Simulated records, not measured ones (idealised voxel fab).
Title: Process Module voxel capacitor over wiring
Cross-section cut spans 155 nm and uses square cells 5 nm in size.
Notation: cross-section as square-cell grid; stated in bands, top first, going down; one or more cell rows per band. Top, bottom (nm), then materials left to right with widths (nm); lone material tagged "all across" fills the whole band edge to edge; "empty" = empty space. Ref level 0: as-received wafer is one material below here. Bottom band extends down with no lower bound ("0..down"). Width "30..40": first value at the band's top row of cells, second value at its bottom row, equal change from row to row. "no alteration" means the step left every cell of the cross-section as it was. Any empty space of 8 cells or more lacking an open way to the top shows up in "Closed internal voids" as width x height at distance, distance from the left edge, in nm. Read whatever lies past the settings on a step's line as the simulator's own remark about the step. The "overlay nm" setting may appear on a step's line; for a step that uses a mask, it gives how far to the right of its planned position the mask lay, and a negative value indicates the left.

Plan
step 1: op RECEIVE | material Si
step 2: op CONFORMAL_DEP | material SiO2 | thk nm 15
step 3: op CONFORMAL_DEP | material SiN | thk nm 5
step 4: op DIRECTIONAL_DEP | material SiO2 | thk nm 25
step 5: op PATTERN | tone open | mask id METAL_1 | material resist | width nm 25 | pitch nm 80 | thk nm 15 | overlay nm 0
step 6: op DIRECTIONAL_ETCH | etch materials SiO2 | depth nm 25
step 7: op DIRECTIONAL_ETCH | etch materials SiN | depth nm 5
step 8: op STRIP | etch materials resist
step 9: op CONFORMAL_DEP | material TiN | thk nm 5
step 10: op FILL_DEP | material Cu | thk nm 10
step 11: op CMP | height nm 45
step 12: op CONFORMAL_DEP | material SiCN | thk nm 5
step 13: op DIRECTIONAL_DEP | material lowk | thk nm 20
step 14: op DIRECTIONAL_DEP | material aC | thk nm 10
step 15: op PATTERN | tone open | mask id PLUG_1 | material resist | width nm 15 | thk nm 30 | overlay nm 0
step 16: op DIRECTIONAL_ETCH | etch materials aC | depth nm 10
step 17: op STRIP | etch materials resist
step 18: op DIRECTIONAL_ETCH | etch materials lowk | depth nm 20
step 19: op DIRECTIONAL_ETCH | etch materials SiCN | depth nm 5
step 20: op STRIP | etch materials aC
step 21: op EPI | material Ru | thk nm 10
step 22: op EPI | material Ru | thk nm 10
step 23: op EPI | material Ru | thk nm 5
step 24: op DIRECTIONAL_DEP | material TiN | thk nm 5
step 25: op DIRECTIONAL_DEP | material SiN | thk nm 5
step 26: op DIRECTIONAL_DEP | material TiN | thk nm 10
step 27: op MASKED_ETCH | tone cover | mask id UPPER_PLATE | width nm 60 | etch materials TiN | depth nm 10 | overlay nm 0
step 28: op MASKED_ETCH | tone cover | mask id UPPER_PLATE | width nm 60 | etch materials SiN | depth nm 5 | overlay nm 0
step 29: op MASKED_ETCH | tone cover | mask id LOWER_PLATE | width nm 60 | etch materials TiN | depth nm 5 | overlay nm 0
step 30: op FILL_DEP | material SiO2 | thk nm 20
step 31: op CMP | height nm 105
step 32: op MASKED_ETCH | tone open | mask id PLUG_2 | width nm 15 | etch materials SiO2 | depth nm 15 | overlay nm 0
step 33: op CONFORMAL_DEP | material TiN | thk nm 5
step 34: op FILL_DEP | material W | thk nm 5
step 35: op CMP | height nm 105
step 36: op CONFORMAL_DEP | material SiN | thk nm 5
The plan shows the width nm of step 29 as the first wafer had it; this setting differs between the wafers, which start out alike.

Cross-section of the first of several wafers on receipt, reflecting completion of step 1
* 0..down = Si all across
* Closed internal voids: none

The table below has one row for each wafer; a row shows, as of the end of the module, how many cells of each material the wafer has gained, marked (+), or lost, marked (-), since it was received, and then the wafer's closed voids
width nm 60 | +30 Cu | +15 Ru | +28 SiCN | +64 SiN | +358 SiO2 | +73 TiN | +2 W | +112 lowk | Closed internal voids: none
width nm 65 | +30 Cu | +15 Ru | +28 SiCN | +64 SiN | +357 SiO2 | +74 TiN | +2 W | +112 lowk | Closed internal voids: none
width nm 70 | +30 Cu | +15 Ru | +28 SiCN | +64 SiN | +356 SiO2 | +75 TiN | +2 W | +112 lowk | Closed internal voids: none
width nm 75 | +30 Cu | +15 Ru | +28 SiCN | +64 SiN | +355 SiO2 | +76 TiN | +2 W | +112 lowk | Closed internal voids: none
width nm 80 | +30 Cu | +15 Ru | +28 SiCN | +64 SiN | +354 SiO2 | +77 TiN | +2 W | +112 lowk | Closed internal voids: none
width nm 85 | +30 Cu | +15 Ru | +28 SiCN | +64 SiN | +353 SiO2 | +78 TiN | +2 W | +112 lowk | Closed internal voids: none
